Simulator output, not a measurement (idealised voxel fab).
process module | voxel gate over fins
cross-section cut | 280 nm wide | cells 5 nm
A cross-section is a grid of square cells, given in bands from the top down. A band is one or more rows of cells.
Each band's line starts with the height of the band's top and of its bottom, in nm. Then come its materials from left to right, each with its width in nm. One material with "throughout" fills the band from edge to edge. "air" is empty space.
Height 0 is the level under which the wafer as received is all one material. The lowest band goes on downwards, as in "0 down".
A width such as "30 to 40" changes by the same amount from each row of cells to the next, from the band's top row to its bottom row.
"no change" after a step means that no cell of the cross-section changed.
closed voids: empty space of 8 cells or more with no open way to the top, each as width x height at its distance from the left edge, in nm
after a step's settings: what the simulator itself notes on the step
overlay nm, on a step with a mask: how far to the right of its planned place the mask lay; to the left if negative
plan
1 op RECEIVE | material Si
2 op CONFORMAL_DEP | material SiN | thk nm 5
3 op PATTERN | tone cover | mask id FINS | material resist | width nm 15 | pitch nm 35 | thk nm 15 | overlay nm 0
4 op DIRECTIONAL_ETCH | etch materials SiN | depth nm 5
5 op DIRECTIONAL_ETCH | etch materials Si | depth nm 40
6 op STRIP | etch materials resist
7 op OXIDIZE | depth nm 5
8 op FILL_DEP | material SiO2 | thk nm 15
9 op CMP | height nm 5
10 op SELECTIVE_ETCH | etch materials SiO2 | depth nm 15
11 op STRIP | etch materials SiN
12 op CONFORMAL_DEP | material HfO2 | thk nm 5
13 op CONFORMAL_DEP | material TiN | thk nm 5
14 op CONFORMAL_DEP | material TiAl | thk nm 5
15 op CONFORMAL_DEP | material TiN | thk nm 5
16 op FILL_DEP | material W | thk nm 10
17 op CMP | height nm 25
18 op CONFORMAL_DEP | material SiN | thk nm 10
as received, after step 1
  0 down: Si throughout
  closed voids: none
first wafer at the end, as planned
  35 to 25: SiN throughout
  25 to 20: W throughout
  20 to 15: W 80 | TiN 115 | W 85
  15 to 10: W 80 | TiN 5 | TiAl 105 | TiN 5 | W 85
  10 to 5: TiN 85 | TiAl 5 | TiN 25 | TiAl 10 | TiN 25 | TiAl 10 | TiN 25 | TiAl 5 | TiN 90
  5 to 0: TiAl 90 | TiN 5 | HfO2 15 | TiN 5 | TiAl 10 | TiN 5 | HfO2 15 | TiN 5 | TiAl 10 | TiN 5 | HfO2 15 | TiN 5 | TiAl 95
  0 to -5: TiN 95 | HfO2 5 | Si 5 | HfO2 5 | TiN 20 | HfO2 5 | Si 5 | HfO2 5 | TiN 20 | HfO2 5 | Si 5 | HfO2 5 | TiN 100
  -5 to -10: HfO2 100 | Si 5 | HfO2 30 | Si 5 | HfO2 30 | Si 5 | HfO2 105
  -10 to -45: SiO2 100 | Si 5 | SiO2 30 | Si 5 | SiO2 30 | Si 5 | SiO2 105
  -45 down: Si throughout
  closed voids: none
second wafer at the end: like start, like plan, one mistake
  35 to 25: SiN throughout
  25 to 20: W throughout
  20 to 10: W 80 | TiN 115 | W 85
  10 to 5: TiN 90 | TiAl 25 | TiN 10 | TiAl 25 | TiN 10 | TiAl 25 | TiN 95
  5 to 0: TiN 90 | TiAl 5 | HfO2 15 | TiAl 5 | TiN 10 | TiAl 5 | HfO2 15 | TiAl 5 | TiN 10 | TiAl 5 | HfO2 15 | TiAl 5 | TiN 95
  0 to -5: TiAl 95 | HfO2 5 | Si 5 | HfO2 5 | TiAl 20 | HfO2 5 | Si 5 | HfO2 5 | TiAl 20 | HfO2 5 | Si 5 | HfO2 5 | TiAl 100
  -5 to -10: HfO2 100 | Si 5 | HfO2 30 | Si 5 | HfO2 30 | Si 5 | HfO2 105
  -10 to -45: SiO2 100 | Si 5 | SiO2 30 | Si 5 | SiO2 30 | Si 5 | SiO2 105
  -45 down: Si throughout
  closed voids: none
what went wrong: steps 13 and 14 were swapped
at the end the second wafer has, in cells: as many of each material as the first, in other places
